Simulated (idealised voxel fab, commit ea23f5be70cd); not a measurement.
Title: Process Module voxel released beams
FYI the section here is cut, 260 nm wide, cells are 5 nm squares.
Cross-section, as written here: a square-cell grid given band by band from the top down, where a band holds one or more rows of cells. Quick guide to a band line: top height, bottom height (nm) up front; then every material left to right with its width in nm. Only one material and it's marked "throughout"? Then it fills the band edge to edge. And "empty" just means empty space. Height datum 0, below which the as-received substrate wafer is one material. Lowest band open at the bottom, running downward: "0 and below". The expression "30..40" gives the width at the extremes of the band, the first number at its top row of cells and the second at its bottom row, with the width changing by equal amounts from each row to the next in between. "same as before" -> step changed no cross-section cell. Closed-off voids of 8+ cells (no open route to the top) go in "Cavities, sealed", written width x height at distance from the left edge, in nm. It should be noted that, on the line of a given step, the content following the step's settings is a remark produced by the simulator itself with respect to that step. overlay nm: step with mask; distance mask lay right of planned place; negative value = left of planned place.
So here's the lineup of process steps we planned:
1) RECEIVE [material Si]
2) CONFORMAL_DEP [material SiN] [thk nm 10]
3) DIRECTIONAL_DEP [material SiO2] [thk nm 10]
4) MASKED_ETCH [tone open] [mask id ANCHOR] [width nm 40] [etch materials SiO2] [depth nm 10] [overlay nm 0]
5) CONFORMAL_DEP [material TiN] [thk nm 15]
6) DIRECTIONAL_DEP [material aC] [thk nm 15]
7) PATTERN [tone cover] [mask id BEAM] [material resist] [width nm 110] [thk nm 30] [overlay nm 0]
8) DIRECTIONAL_ETCH [etch materials aC] [depth nm 15]
9) STRIP [etch materials resist]
10) DIRECTIONAL_ETCH [etch materials TiN] [depth nm 15]
11) STRIP [etch materials aC]
12) STRIP [etch materials SiO2]
Incoming wafer in cross-section (state: after step 1):
	0 and below | Si throughout
	Cavities, sealed: none
Post-module cross-section of the first of two wafers (run per plan):
	35 down to 25 | 70 empty; 20 TiN; 10 empty; 80 TiN; 80 empty
	25 down to 20 | 70 empty; 110 TiN; 80 empty
	20 down to 10 | 75 empty; 40 TiN; 145 empty
	10 down to 0 | SiN throughout
	0 and below | Si throughout
	Cavities, sealed: none
Here's the second of our two wafers sectioned at module end. Same start as the first, same plan, but one mistake got made running it:
	35 down to 25 | 70 empty; 20 TiN; 10 empty; 80 TiN; 80 empty
	25 down to 20 | TiN throughout
	20 down to 10 | 75 SiO2; 40 TiN; 145 SiO2
	10 down to 0 | SiN throughout
	0 and below | Si throughout
	Cavities, sealed: none
It is concluded that the wafer was processed incorrectly with respect to the plan, in that step 10 ran with different settings than intended, the actual operation and settings being DIRECTIONAL_ETCH [etch materials TiN] [depth nm 10]
The final cell counts differ between the wafers, with the second having more or fewer of some materials than the first: +88 SiO2; +30 TiN
